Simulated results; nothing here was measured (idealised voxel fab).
The name of this process module is voxel wiring stack.
Cross-section cut: width 180 nm, square cells of 5 nm.
If you're reading a cross-section in this doc, picture square cells in a grid; it comes to you as bands, top ones listed first down to the bottom, and a band can be one or more rows of cells. The entry gives the band's vertical extent as a top height and a bottom height in nm, then its horizontal make-up as materials from left to right, each with a width in nm. "air" stands for empty space; a single material marked "throughout" fills the band edge to edge. Note: height 0 marks the level under which the wafer is uniformly one material as received. Lowest band unbounded below, written "0 nm and below". With a width like "30..40", each row of cells in the band differs from the next by the same amount, the top row carrying the first number and the bottom row the second. Reading "changes: none" for a step: not a cell of the cross-section changed in it. Look at "Enclosed internal cavities" for the closed voids: empty spaces with no open path to the top, sized 8 cells or up. Each is width x height at distance, distance from the left edge, all nm. Whatever follows a step's settings on its line is a remark the simulator itself makes about that step. For masked steps, "overlay nm" on the step line gives how far right of plan the mask actually lay; a minus sign means it lay to the left.

# Intended process steps
1 RECEIVE [material Si]
2 CONFORMAL_DEP [material SiO2] [thk nm 10]
3 CONFORMAL_DEP [material SiN] [thk nm 5]
4 DIRECTIONAL_DEP [material SiO2] [thk nm 25]
5 PATTERN [tone open] [mask id METAL_1] [material resist] [width nm 30] [pitch nm 60] [thk nm 20] [overlay nm 0]
6 DIRECTIONAL_ETCH [etch materials SiO2] [depth nm 25]
7 DIRECTIONAL_ETCH [etch materials SiN] [depth nm 5]
8 STRIP [etch materials resist]
9 CONFORMAL_DEP [material TiN] [thk nm 5]
10 FILL_DEP [material W] [thk nm 5]
11 CMP [height nm 40]
12 CONFORMAL_DEP [material SiCN] [thk nm 5]
13 DIRECTIONAL_DEP [material SiO2] [thk nm 10]
14 MASKED_ETCH [tone open] [mask id PLUG_1] [width nm 15] [etch materials SiO2] [depth nm 10] [overlay nm 0]
15 MASKED_ETCH [tone open] [mask id PLUG_1] [width nm 15] [etch materials SiCN] [depth nm 5] [overlay nm 0]
16 CONFORMAL_DEP [material TiN] [thk nm 5]
17 FILL_DEP [material Cu] [thk nm 5]
18 CMP [height nm 55]
19 DIRECTIONAL_DEP [material TiN] [thk nm 5]
20 DIRECTIONAL_DEP [material Ru] [thk nm 25]
21 PATTERN [tone cover] [mask id METAL_2] [material resist] [width nm 30] [pitch nm 60] [thk nm 15] [overlay nm 0]
22 DIRECTIONAL_ETCH [etch materials Ru] [depth nm 25]
23 DIRECTIONAL_ETCH [etch materials TiN] [depth nm 5]
24 STRIP [etch materials resist]
25 CONFORMAL_DEP [material SiCN] [thk nm 5]
26 FILL_DEP [material SiO2] [thk nm 10]
27 CMP [height nm 85]
28 CONFORMAL_DEP [material SiCN] [thk nm 5]
29 DIRECTIONAL_DEP [material SiO2] [thk nm 30]
30 DIRECTIONAL_DEP [material aC] [thk nm 10]
31 PATTERN [tone open] [mask id METAL_3_HOLES] [material resist] [width nm 15] [pitch nm 60] [thk nm 30] [overlay nm 0]
32 DIRECTIONAL_ETCH [etch materials aC] [depth nm 10]
33 STRIP [etch materials resist]
34 DIRECTIONAL_ETCH [etch materials SiO2] [depth nm 30]
35 STRIP [etch materials aC]
36 PATTERN [tone open] [mask id METAL_3] [material resist] [width nm 30] [pitch nm 60] [thk nm 15] [overlay nm 0]
37 DIRECTIONAL_ETCH [etch materials SiO2] [depth nm 20]
38 DIRECTIONAL_ETCH [etch materials SiCN] [depth nm 5]
39 STRIP [etch materials resist]
40 CONFORMAL_DEP [material TiN] [thk nm 5]
41 FILL_DEP [material Cu] [thk nm 10]
42 CMP [height nm 120]
43 CONFORMAL_DEP [material SiN] [thk nm 5]

# Account of the first of two wafers, which was processed as intended

# Cross-section of the wafer upon arrival, representing the state reached after step 1
    0 nm and below: Si throughout
    Enclosed internal cavities: none

# after step 2
    10 nm to 0 nm: SiO2 throughout
    At heights below 0, the structure remains unaltered.

# after step 3
    15 nm to 10 nm: SiN throughout
    At heights below 10, the structure remains unaltered.

# after step 4
    40 nm to 15 nm: SiO2 throughout
    At heights below 15, the structure remains unaltered.

# after step 5
    60 nm to 40 nm: resist 45 nm  air 30 nm  resist 30 nm  air 30 nm  resist 45 nm
    At heights below 40, the structure remains unaltered.

# after step 6
    60 nm to 40 nm: resist 45 nm  air 30 nm  resist 30 nm  air 30 nm  resist 45 nm
    40 nm to 15 nm: SiO2 45 nm  air 30 nm  SiO2 30 nm  air 30 nm  SiO2 45 nm
    At heights below 15, the structure remains unaltered.

# after step 7
    60 nm to 40 nm: resist 45 nm  air 30 nm  resist 30 nm  air 30 nm  resist 45 nm
    40 nm to 15 nm: SiO2 45 nm  air 30 nm  SiO2 30 nm  air 30 nm  SiO2 45 nm
    15 nm to 10 nm: SiN 45 nm  air 30 nm  SiN 30 nm  air 30 nm  SiN 45 nm
    At heights below 10, the structure remains unaltered.

# after step 8
    40 nm to 15 nm: SiO2 45 nm  air 30 nm  SiO2 30 nm  air 30 nm  SiO2 45 nm
    At heights below 15, the structure remains unaltered.

# after step 9
    45 nm to 40 nm: TiN 50 nm  air 20 nm  TiN 40 nm  air 20 nm  TiN 50 nm
    40 nm to 15 nm: SiO2 45 nm  TiN 5 nm  air 20 nm  TiN 5 nm  SiO2 30 nm  TiN 5 nm  air 20 nm  TiN 5 nm  SiO2 45 nm
    15 nm to 10 nm: SiN 45 nm  TiN 30 nm  SiN 30 nm  TiN 30 nm  SiN 45 nm
    At heights below 10, the structure remains unaltered.

# after step 10
    50 nm to 45 nm: W throughout
    45 nm to 40 nm: TiN 50 nm  W 20 nm  TiN 40 nm  W 20 nm  TiN 50 nm
    40 nm to 15 nm: SiO2 45 nm  TiN 5 nm  W 20 nm  TiN 5 nm  SiO2 30 nm  TiN 5 nm  W 20 nm  TiN 5 nm  SiO2 45 nm
    At heights below 15, the structure remains unaltered.

# after step 11
    40 nm to 15 nm: SiO2 45 nm  TiN 5 nm  W 20 nm  TiN 5 nm  SiO2 30 nm  TiN 5 nm  W 20 nm  TiN 5 nm  SiO2 45 nm
    At heights below 15, the structure remains unaltered.

# after step 12
    45 nm to 40 nm: SiCN throughout
    At heights below 40, the structure remains unaltered.

# after step 13
    55 nm to 45 nm: SiO2 throughout
    At heights below 45, the structure remains unaltered.

# after step 14
    55 nm to 45 nm: SiO2 45 nm  air 15 nm  SiO2 120 nm
    At heights below 45, the structure remains unaltered.

# after step 15
    55 nm to 45 nm: SiO2 45 nm  air 15 nm  SiO2 120 nm
    45 nm to 40 nm: SiCN 45 nm  air 15 nm  SiCN 120 nm
    At heights below 40, the structure remains unaltered.

# after step 16
    60 nm to 55 nm: TiN 50 nm  air 5 nm  TiN 125 nm
    55 nm to 45 nm: SiO2 45 nm  TiN 5 nm  air 5 nm  TiN 5 nm  SiO2 120 nm
    45 nm to 40 nm: SiCN 45 nm  TiN 15 nm  SiCN 120 nm
    At heights below 40, the structure remains unaltered.

# after step 17
    65 nm to 60 nm: Cu throughout
    60 nm to 55 nm: TiN 50 nm  Cu 5 nm  TiN 125 nm
    55 nm to 45 nm: SiO2 45 nm  TiN 5 nm  Cu 5 nm  TiN 5 nm  SiO2 120 nm
    At heights below 45, the structure remains unaltered.

# after step 18
    55 nm to 45 nm: SiO2 45 nm  TiN 5 nm  Cu 5 nm  TiN 5 nm  SiO2 120 nm
    At heights below 45, the structure remains unaltered.

# after step 19
    60 nm to 55 nm: TiN throughout
    At heights below 55, the structure remains unaltered.

# after step 20
    85 nm to 60 nm: Ru throughout
    At heights below 60, the structure remains unaltered.

# after step 21
    100 nm to 85 nm: air 45 nm  resist 30 nm  air 30 nm  resist 30 nm  air 45 nm
    At heights below 85, the structure remains unaltered.

# after step 22
    100 nm to 85 nm: air 45 nm  resist 30 nm  air 30 nm  resist 30 nm  air 45 nm
    85 nm to 60 nm: air 45 nm  Ru 30 nm  air 30 nm  Ru 30 nm  air 45 nm
    At heights below 60, the structure remains unaltered.

# after step 23
    100 nm to 85 nm: air 45 nm  resist 30 nm  air 30 nm  resist 30 nm  air 45 nm
    85 nm to 60 nm: air 45 nm  Ru 30 nm  air 30 nm  Ru 30 nm  air 45 nm
    60 nm to 55 nm: air 45 nm  TiN 30 nm  air 30 nm  TiN 30 nm  air 45 nm
    At heights below 55, the structure remains unaltered.

# after step 24
    85 nm to 60 nm: air 45 nm  Ru 30 nm  air 30 nm  Ru 30 nm  air 45 nm
    At heights below 60, the structure remains unaltered.

# after step 25
    90 nm to 85 nm: air 40 nm  SiCN 40 nm  air 20 nm  SiCN 40 nm  air 40 nm
    85 nm to 60 nm: air 40 nm  SiCN 5 nm  Ru 30 nm  SiCN 5 nm  air 20 nm  SiCN 5 nm  Ru 30 nm  SiCN 5 nm  air 40 nm
    60 nm to 55 nm: SiCN 45 nm  TiN 30 nm  SiCN 30 nm  TiN 30 nm  SiCN 45 nm
    At heights below 55, the structure remains unaltered.

# after step 26
    100 nm to 90 nm: SiO2 throughout
    90 nm to 85 nm: SiO2 40 nm  SiCN 40 nm  SiO2 20 nm  SiCN 40 nm  SiO2 40 nm
    85 nm to 60 nm: SiO2 40 nm  SiCN 5 nm  Ru 30 nm  SiCN 5 nm  SiO2 20 nm  SiCN 5 nm  Ru 30 nm  SiCN 5 nm  SiO2 40 nm
    At heights below 60, the structure remains unaltered.

# after step 27
    85 nm to 60 nm: SiO2 40 nm  SiCN 5 nm  Ru 30 nm  SiCN 5 nm  SiO2 20 nm  SiCN 5 nm  Ru 30 nm  SiCN 5 nm  SiO2 40 nm
    At heights below 60, the structure remains unaltered.

# after step 28
    90 nm to 85 nm: SiCN throughout
    At heights below 85, the structure remains unaltered.

# after step 29
    120 nm to 90 nm: SiO2 throughout
    At heights below 90, the structure remains unaltered.

# after step 30
    130 nm to 120 nm: aC throughout
    At heights below 120, the structure remains unaltered.

# after step 31
    160 nm to 130 nm: resist 45 nm  air 15 nm  resist 45 nm  air 15 nm  resist 60 nm
    At heights below 130, the structure remains unaltered.

# after step 32
    150 nm to 130 nm: resist 45 nm  air 15 nm  resist 45 nm  air 15 nm  resist 60 nm
    130 nm to 120 nm: aC 45 nm  air 15 nm  aC 45 nm  air 15 nm  aC 60 nm
    At heights below 120, the structure remains unaltered.

# after step 33
    130 nm to 120 nm: aC 45 nm  air 15 nm  aC 45 nm  air 15 nm  aC 60 nm
    At heights below 120, the structure remains unaltered.

# after step 34
    130 nm to 120 nm: aC 45 nm  air 15 nm  aC 45 nm  air 15 nm  aC 60 nm
    120 nm to 90 nm: SiO2 45 nm  air 15 nm  SiO2 45 nm  air 15 nm  SiO2 60 nm
    At heights below 90, the structure remains unaltered.

# after step 35
    120 nm to 90 nm: SiO2 45 nm  air 15 nm  SiO2 45 nm  air 15 nm  SiO2 60 nm
    At heights below 90, the structure remains unaltered.

# after step 36
    135 nm to 120 nm: resist 45 nm  air 30 nm  resist 30 nm  air 30 nm  resist 45 nm
    At heights below 120, the structure remains unaltered.

# after step 37
    135 nm to 120 nm: resist 45 nm  air 30 nm  resist 30 nm  air 30 nm  resist 45 nm
    120 nm to 100 nm: SiO2 45 nm  air 30 nm  SiO2 30 nm  air 30 nm  SiO2 45 nm
    At heights below 100, the structure remains unaltered.

# after step 38
    135 nm to 120 nm: resist 45 nm  air 30 nm  resist 30 nm  air 30 nm  resist 45 nm
    120 nm to 100 nm: SiO2 45 nm  air 30 nm  SiO2 30 nm  air 30 nm  SiO2 45 nm
    100 nm to 90 nm: SiO2 45 nm  air 15 nm  SiO2 45 nm  air 15 nm  SiO2 60 nm
    90 nm to 85 nm: SiCN 45 nm  air 15 nm  SiCN 45 nm  air 15 nm  SiCN 60 nm
    At heights below 85, the structure remains unaltered.

# after step 39
    120 nm to 100 nm: SiO2 45 nm  air 30 nm  SiO2 30 nm  air 30 nm  SiO2 45 nm
    At heights below 100, the structure remains unaltered.

# after step 40
    125 nm to 120 nm: TiN 50 nm  air 20 nm  TiN 40 nm  air 20 nm  TiN 50 nm
    120 nm to 105 nm: SiO2 45 nm  TiN 5 nm  air 20 nm  TiN 5 nm  SiO2 30 nm  TiN 5 nm  air 20 nm  TiN 5 nm  SiO2 45 nm
    105 nm to 100 nm: SiO2 45 nm  TiN 5 nm  air 5 nm  TiN 20 nm  SiO2 30 nm  TiN 5 nm  air 5 nm  TiN 20 nm  SiO2 45 nm
    100 nm to 90 nm: SiO2 45 nm  TiN 5 nm  air 5 nm  TiN 5 nm  SiO2 45 nm  TiN 5 nm  air 5 nm  TiN 5 nm  SiO2 60 nm
    90 nm to 85 nm: SiCN 45 nm  TiN 15 nm  SiCN 45 nm  TiN 15 nm  SiCN 60 nm
    At heights below 85, the structure remains unaltered.

# after step 41
    135 nm to 125 nm: Cu throughout
    125 nm to 120 nm: TiN 50 nm  Cu 20 nm  TiN 40 nm  Cu 20 nm  TiN 50 nm
    120 nm to 105 nm: SiO2 45 nm  TiN 5 nm  Cu 20 nm  TiN 5 nm  SiO2 30 nm  TiN 5 nm  Cu 20 nm  TiN 5 nm  SiO2 45 nm
    105 nm to 100 nm: SiO2 45 nm  TiN 5 nm  Cu 5 nm  TiN 20 nm  SiO2 30 nm  TiN 5 nm  Cu 5 nm  TiN 20 nm  SiO2 45 nm
    100 nm to 90 nm: SiO2 45 nm  TiN 5 nm  Cu 5 nm  TiN 5 nm  SiO2 45 nm  TiN 5 nm  Cu 5 nm  TiN 5 nm  SiO2 60 nm
    At heights below 90, the structure remains unaltered.

# after step 42
    120 nm to 105 nm: SiO2 45 nm  TiN 5 nm  Cu 20 nm  TiN 5 nm  SiO2 30 nm  TiN 5 nm  Cu 20 nm  TiN 5 nm  SiO2 45 nm
    At heights below 105, the structure remains unaltered.

# after step 43
    125 nm to 120 nm: SiN throughout
    At heights below 120, the structure remains unaltered.

# Second wafer, same starting conditions and recipe as the first, one mistake in executing it, nothing differs from the first up to and including step 4

# Second wafer, sectioned view, at step 5's planned end time
    60 nm to 40 nm: resist 40 nm  air 30 nm  resist 30 nm  air 30 nm  resist 50 nm
    At heights below 40, the structure remains unaltered.

# Second wafer, sectioned view, at step 6's planned end time
    60 nm to 40 nm: resist 40 nm  air 30 nm  resist 30 nm  air 30 nm  resist 50 nm
    40 nm to 15 nm: SiO2 40 nm  air 30 nm  SiO2 30 nm  air 30 nm  SiO2 50 nm
    At heights below 15, the structure remains unaltered.

# Second wafer, sectioned view, at step 7's planned end time
    60 nm to 40 nm: resist 40 nm  air 30 nm  resist 30 nm  air 30 nm  resist 50 nm
    40 nm to 15 nm: SiO2 40 nm  air 30 nm  SiO2 30 nm  air 30 nm  SiO2 50 nm
    15 nm to 10 nm: SiN 40 nm  air 30 nm  SiN 30 nm  air 30 nm  SiN 50 nm
    At heights below 10, the structure remains unaltered.

# Second wafer, sectioned view, at step 8's planned end time
    40 nm to 15 nm: SiO2 40 nm  air 30 nm  SiO2 30 nm  air 30 nm  SiO2 50 nm
    At heights below 15, the structure remains unaltered.

# Second wafer, sectioned view, at step 9's planned end time
    45 nm to 40 nm: TiN 45 nm  air 20 nm  TiN 40 nm  air 20 nm  TiN 55 nm
    40 nm to 15 nm: SiO2 40 nm  TiN 5 nm  air 20 nm  TiN 5 nm  SiO2 30 nm  TiN 5 nm  air 20 nm  TiN 5 nm  SiO2 50 nm
    15 nm to 10 nm: SiN 40 nm  TiN 30 nm  SiN 30 nm  TiN 30 nm  SiN 50 nm
    At heights below 10, the structure remains unaltered.

# Second wafer, sectioned view, at step 10's planned end time
    50 nm to 45 nm: W throughout
    45 nm to 40 nm: TiN 45 nm  W 20 nm  TiN 40 nm  W 20 nm  TiN 55 nm
    40 nm to 15 nm: SiO2 40 nm  TiN 5 nm  W 20 nm  TiN 5 nm  SiO2 30 nm  TiN 5 nm  W 20 nm  TiN 5 nm  SiO2 50 nm
    At heights below 15, the structure remains unaltered.

# Second wafer, sectioned view, at step 11's planned end time
    40 nm to 15 nm: SiO2 40 nm  TiN 5 nm  W 20 nm  TiN 5 nm  SiO2 30 nm  TiN 5 nm  W 20 nm  TiN 5 nm  SiO2 50 nm
    At heights below 15, the structure remains unaltered.

# Second wafer, sectioned view, at step 12's planned end time
    45 nm to 40 nm: SiCN throughout
    At heights below 40, the structure remains unaltered.

# Second wafer, sectioned view, at step 13's planned end time
    55 nm to 45 nm: SiO2 throughout
    At heights below 45, the structure remains unaltered.

# Second wafer, sectioned view, at step 14's planned end time
    55 nm to 45 nm: SiO2 45 nm  air 15 nm  SiO2 120 nm
    At heights below 45, the structure remains unaltered.

# Second wafer, sectioned view, at step 15's planned end time
    55 nm to 45 nm: SiO2 45 nm  air 15 nm  SiO2 120 nm
    45 nm to 40 nm: SiCN 45 nm  air 15 nm  SiCN 120 nm
    At heights below 40, the structure remains unaltered.

# Second wafer, sectioned view, at step 16's planned end time
    60 nm to 55 nm: TiN 50 nm  air 5 nm  TiN 125 nm
    55 nm to 45 nm: SiO2 45 nm  TiN 5 nm  air 5 nm  TiN 5 nm  SiO2 120 nm
    45 nm to 40 nm: SiCN 45 nm  TiN 15 nm  SiCN 120 nm
    At heights below 40, the structure remains unaltered.

# Second wafer, sectioned view, at step 17's planned end time
    65 nm to 60 nm: Cu throughout
    60 nm to 55 nm: TiN 50 nm  Cu 5 nm  TiN 125 nm
    55 nm to 45 nm: SiO2 45 nm  TiN 5 nm  Cu 5 nm  TiN 5 nm  SiO2 120 nm
    At heights below 45, the structure remains unaltered.

# Second wafer, sectioned view, at step 18's planned end time
    55 nm to 45 nm: SiO2 45 nm  TiN 5 nm  Cu 5 nm  TiN 5 nm  SiO2 120 nm
    At heights below 45, the structure remains unaltered.

# Second wafer, sectioned view, at step 19's planned end time
    60 nm to 55 nm: TiN throughout
    At heights below 55, the structure remains unaltered.

# Second wafer, sectioned view, at step 20's planned end time
    85 nm to 60 nm: Ru throughout
    At heights below 60, the structure remains unaltered.

# Second wafer, sectioned view, at step 21's planned end time
    100 nm to 85 nm: air 45 nm  resist 30 nm  air 30 nm  resist 30 nm  air 45 nm
    At heights below 85, the structure remains unaltered.

# Second wafer, sectioned view, at step 22's planned end time
    100 nm to 85 nm: air 45 nm  resist 30 nm  air 30 nm  resist 30 nm  air 45 nm
    85 nm to 60 nm: air 45 nm  Ru 30 nm  air 30 nm  Ru 30 nm  air 45 nm
    At heights below 60, the structure remains unaltered.

# Second wafer, sectioned view, at step 23's planned end time
    100 nm to 85 nm: air 45 nm  resist 30 nm  air 30 nm  resist 30 nm  air 45 nm
    85 nm to 60 nm: air 45 nm  Ru 30 nm  air 30 nm  Ru 30 nm  air 45 nm
    60 nm to 55 nm: air 45 nm  TiN 30 nm  air 30 nm  TiN 30 nm  air 45 nm
    At heights below 55, the structure remains unaltered.

# Second wafer, sectioned view, at step 24's planned end time
    85 nm to 60 nm: air 45 nm  Ru 30 nm  air 30 nm  Ru 30 nm  air 45 nm
    At heights below 60, the structure remains unaltered.

# Second wafer, sectioned view, at step 25's planned end time
    90 nm to 85 nm: air 40 nm  SiCN 40 nm  air 20 nm  SiCN 40 nm  air 40 nm
    85 nm to 60 nm: air 40 nm  SiCN 5 nm  Ru 30 nm  SiCN 5 nm  air 20 nm  SiCN 5 nm  Ru 30 nm  SiCN 5 nm  air 40 nm
    60 nm to 55 nm: SiCN 45 nm  TiN 30 nm  SiCN 30 nm  TiN 30 nm  SiCN 45 nm
    At heights below 55, the structure remains unaltered.

# Second wafer, sectioned view, at step 26's planned end time
    100 nm to 90 nm: SiO2 throughout
    90 nm to 85 nm: SiO2 40 nm  SiCN 40 nm  SiO2 20 nm  SiCN 40 nm  SiO2 40 nm
    85 nm to 60 nm: SiO2 40 nm  SiCN 5 nm  Ru 30 nm  SiCN 5 nm  SiO2 20 nm  SiCN 5 nm  Ru 30 nm  SiCN 5 nm  SiO2 40 nm
    At heights below 60, the structure remains unaltered.

# Second wafer, sectioned view, at step 27's planned end time
    85 nm to 60 nm: SiO2 40 nm  SiCN 5 nm  Ru 30 nm  SiCN 5 nm  SiO2 20 nm  SiCN 5 nm  Ru 30 nm  SiCN 5 nm  SiO2 40 nm
    At heights below 60, the structure remains unaltered.

# Second wafer, sectioned view, at step 28's planned end time
    90 nm to 85 nm: SiCN throughout
    At heights below 85, the structure remains unaltered.

# Second wafer, sectioned view, at step 29's planned end time
    120 nm to 90 nm: SiO2 throughout
    At heights below 90, the structure remains unaltered.

# Second wafer, sectioned view, at step 30's planned end time
    130 nm to 120 nm: aC throughout
    At heights below 120, the structure remains unaltered.

# Second wafer, sectioned view, at step 31's planned end time
    160 nm to 130 nm: resist 45 nm  air 15 nm  resist 45 nm  air 15 nm  resist 60 nm
    At heights below 130, the structure remains unaltered.

# Second wafer, sectioned view, at step 32's planned end time
    150 nm to 130 nm: resist 45 nm  air 15 nm  resist 45 nm  air 15 nm  resist 60 nm
    130 nm to 120 nm: aC 45 nm  air 15 nm  aC 45 nm  air 15 nm  aC 60 nm
    At heights below 120, the structure remains unaltered.

# Second wafer, sectioned view, at step 33's planned end time
    130 nm to 120 nm: aC 45 nm  air 15 nm  aC 45 nm  air 15 nm  aC 60 nm
    At heights below 120, the structure remains unaltered.

# Second wafer, sectioned view, at step 34's planned end time
    130 nm to 120 nm: aC 45 nm  air 15 nm  aC 45 nm  air 15 nm  aC 60 nm
    120 nm to 90 nm: SiO2 45 nm  air 15 nm  SiO2 45 nm  air 15 nm  SiO2 60 nm
    At heights below 90, the structure remains unaltered.

# Second wafer, sectioned view, at step 35's planned end time
    120 nm to 90 nm: SiO2 45 nm  air 15 nm  SiO2 45 nm  air 15 nm  SiO2 60 nm
    At heights below 90, the structure remains unaltered.

# Second wafer, sectioned view, at step 36's planned end time
    135 nm to 120 nm: resist 45 nm  air 30 nm  resist 30 nm  air 30 nm  resist 45 nm
    At heights below 120, the structure remains unaltered.

# Second wafer, sectioned view, at step 37's planned end time
    135 nm to 120 nm: resist 45 nm  air 30 nm  resist 30 nm  air 30 nm  resist 45 nm
    120 nm to 100 nm: SiO2 45 nm  air 30 nm  SiO2 30 nm  air 30 nm  SiO2 45 nm
    At heights below 100, the structure remains unaltered.

# Second wafer, sectioned view, at step 38's planned end time
    135 nm to 120 nm: resist 45 nm  air 30 nm  resist 30 nm  air 30 nm  resist 45 nm
    120 nm to 100 nm: SiO2 45 nm  air 30 nm  SiO2 30 nm  air 30 nm  SiO2 45 nm
    100 nm to 90 nm: SiO2 45 nm  air 15 nm  SiO2 45 nm  air 15 nm  SiO2 60 nm
    90 nm to 85 nm: SiCN 45 nm  air 15 nm  SiCN 45 nm  air 15 nm  SiCN 60 nm
    At heights below 85, the structure remains unaltered.

# Second wafer, sectioned view, at step 39's planned end time
    120 nm to 100 nm: SiO2 45 nm  air 30 nm  SiO2 30 nm  air 30 nm  SiO2 45 nm
    At heights below 100, the structure remains unaltered.

# Second wafer, sectioned view, at step 40's planned end time
    125 nm to 120 nm: TiN 50 nm  air 20 nm  TiN 40 nm  air 20 nm  TiN 50 nm
    120 nm to 105 nm: SiO2 45 nm  TiN 5 nm  air 20 nm  TiN 5 nm  SiO2 30 nm  TiN 5 nm  air 20 nm  TiN 5 nm  SiO2 45 nm
    105 nm to 100 nm: SiO2 45 nm  TiN 5 nm  air 5 nm  TiN 20 nm  SiO2 30 nm  TiN 5 nm  air 5 nm  TiN 20 nm  SiO2 45 nm
    100 nm to 90 nm: SiO2 45 nm  TiN 5 nm  air 5 nm  TiN 5 nm  SiO2 45 nm  TiN 5 nm  air 5 nm  TiN 5 nm  SiO2 60 nm
    90 nm to 85 nm: SiCN 45 nm  TiN 15 nm  SiCN 45 nm  TiN 15 nm  SiCN 60 nm
    At heights below 85, the structure remains unaltered.

# Second wafer, sectioned view, at step 41's planned end time
    135 nm to 125 nm: Cu throughout
    125 nm to 120 nm: TiN 50 nm  Cu 20 nm  TiN 40 nm  Cu 20 nm  TiN 50 nm
    120 nm to 105 nm: SiO2 45 nm  TiN 5 nm  Cu 20 nm  TiN 5 nm  SiO2 30 nm  TiN 5 nm  Cu 20 nm  TiN 5 nm  SiO2 45 nm
    105 nm to 100 nm: SiO2 45 nm  TiN 5 nm  Cu 5 nm  TiN 20 nm  SiO2 30 nm  TiN 5 nm  Cu 5 nm  TiN 20 nm  SiO2 45 nm
    100 nm to 90 nm: SiO2 45 nm  TiN 5 nm  Cu 5 nm  TiN 5 nm  SiO2 45 nm  TiN 5 nm  Cu 5 nm  TiN 5 nm  SiO2 60 nm
    At heights below 90, the structure remains unaltered.

# Second wafer, sectioned view, at step 42's planned end time
    120 nm to 105 nm: SiO2 45 nm  TiN 5 nm  Cu 20 nm  TiN 5 nm  SiO2 30 nm  TiN 5 nm  Cu 20 nm  TiN 5 nm  SiO2 45 nm
    At heights below 105, the structure remains unaltered.

# Second wafer, sectioned view, at step 43's planned end time
    125 nm to 120 nm: SiN throughout
    At heights below 120, the structure remains unaltered.
Here's what went sideways: heads up, step 5 didn't go per plan, it actually ran as PATTERN [tone open] [mask id METAL_1] [material resist] [width nm 30] [pitch nm 60] [thk nm 20] [overlay nm -5]
At the end, the second wafer has the same number of cells of each material as the first, but those cells sit in other places.
